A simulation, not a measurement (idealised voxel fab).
process module | voxel self aligned vias
cross-section cut | 230 nm wide | cells 5 nm
A cross-section is a grid of square cells, given in bands from the top down. A band is one or more rows of cells.
Each band's line starts with the height of the band's top and of its bottom, in nm. Then come its materials from left to right, each with its width in nm. One material with "throughout" fills the band from edge to edge. "air" is empty space.
Height 0 is the level under which the wafer as received is all one material. The lowest band goes on downwards, as in "0 down".
A width such as "30 to 40" changes by the same amount from each row of cells to the next, from the band's top row to its bottom row.
"no change" after a step means that no cell of the cross-section changed.
closed voids: empty space of 8 cells or more with no open way to the top, each as width x height at its distance from the left edge, in nm
after a step's settings: what the simulator itself notes on the step
overlay nm, on a step with a mask: how far to the right of its planned place the mask lay; to the left if negative
plan
1 op RECEIVE | material Si
2 op CONFORMAL_DEP | material SiO2 | thk nm 10
3 op CONFORMAL_DEP | material SiCN | thk nm 5
4 op DIRECTIONAL_DEP | material SiO2 | thk nm 30
5 op MASKED_ETCH | tone open | mask id LINES | width nm 20 | pitch nm 50 | etch materials SiO2 | depth nm 30 | overlay nm -15
6 op CONFORMAL_DEP | material TiN | thk nm 5
7 op FILL_DEP | material Ru | thk nm 10
8 op CMP | height nm 45
9 op SELECTIVE_ETCH | etch materials W Ru TiN | depth nm 10
10 op FILL_DEP | material SiN | thk nm 10
11 op CMP | height nm 45
12 op DIRECTIONAL_DEP | material SiO2 | thk nm 15
13 op PATTERN | tone open | mask id VIAS | material resist | width nm 30 | thk nm 20 | overlay nm 0
14 op DIRECTIONAL_ETCH | etch materials SiO2 | depth nm 15
15 op DIRECTIONAL_ETCH | etch materials SiN | depth nm 10
16 op STRIP | etch materials resist
17 op CONFORMAL_DEP | material TiN | thk nm 5
18 op FILL_DEP | material W | thk nm 5
19 op CMP | height nm 60
20 op CONFORMAL_DEP | material SiCN | thk nm 5
varied across the wafers: overlay nm of step 5. The plan shows the first wafer's value. All wafers start alike
first wafer as received, after step 1
  0 down: Si throughout
  closed voids: none
first wafer at the end, after step 20
  65 to 60: SiCN throughout
  60 to 50: SiO2 75 | TiN 5 | W 20 | TiN 5 | SiO2 125
  50 to 45: SiO2 75 | TiN 30 | SiO2 125
  45 to 35: SiO2 65 | SiN 10 | TiN 10 | SiO2 30 | SiN 20 | SiO2 95
  35 to 20: SiO2 65 | TiN 5 | Ru 10 | TiN 5 | SiO2 30 | TiN 5 | Ru 10 | TiN 5 | SiO2 95
  20 to 15: SiO2 65 | TiN 20 | SiO2 30 | TiN 20 | SiO2 95
  15 to 10: SiCN throughout
  10 to 0: SiO2 throughout
  0 down: Si throughout
  closed voids: none
last wafer at the end
  65 to 60: SiCN throughout
  60 to 50: SiO2 75 | TiN 5 | W 20 | TiN 5 | SiO2 125
  50 to 45: SiO2 75 | TiN 30 | SiO2 125
  45 to 35: SiO2 95 | TiN 10 | SiN 10 | SiO2 30 | SiN 20 | SiO2 65
  35 to 20: SiO2 95 | TiN 5 | Ru 10 | TiN 5 | SiO2 30 | TiN 5 | Ru 10 | TiN 5 | SiO2 65
  20 to 15: SiO2 95 | TiN 20 | SiO2 30 | TiN 20 | SiO2 65
  15 to 10: SiCN throughout
  10 to 0: SiO2 throughout
  0 down: Si throughout
  closed voids: none
each wafer at the end: cells of each material gained (+) or lost (-) since it was received, then its closed voids
overlay nm -15 | +12 Ru | +92 SiCN | +12 SiN | +440 SiO2 | +34 TiN | +8 W | closed voids: none
overlay nm -10 | +12 Ru | +92 SiCN | +10 SiN | +440 SiO2 | +34 TiN | +10 W | closed voids: none
overlay nm -5 | +12 Ru | +92 SiCN | +8 SiN | +440 SiO2 | +34 TiN | +12 W | closed voids: none
overlay nm 0 | +12 Ru | +92 SiCN | +8 SiN | +440 SiO2 | +34 TiN | +12 W | closed voids: none
overlay nm 5 | +12 Ru | +92 SiCN | +8 SiN | +440 SiO2 | +34 TiN | +12 W | closed voids: none
overlay nm 10 | +12 Ru | +92 SiCN | +10 SiN | +440 SiO2 | +34 TiN | +10 W | closed voids: none
overlay nm 15 | +12 Ru | +92 SiCN | +12 SiN | +440 SiO2 | +34 TiN | +8 W | closed voids: none
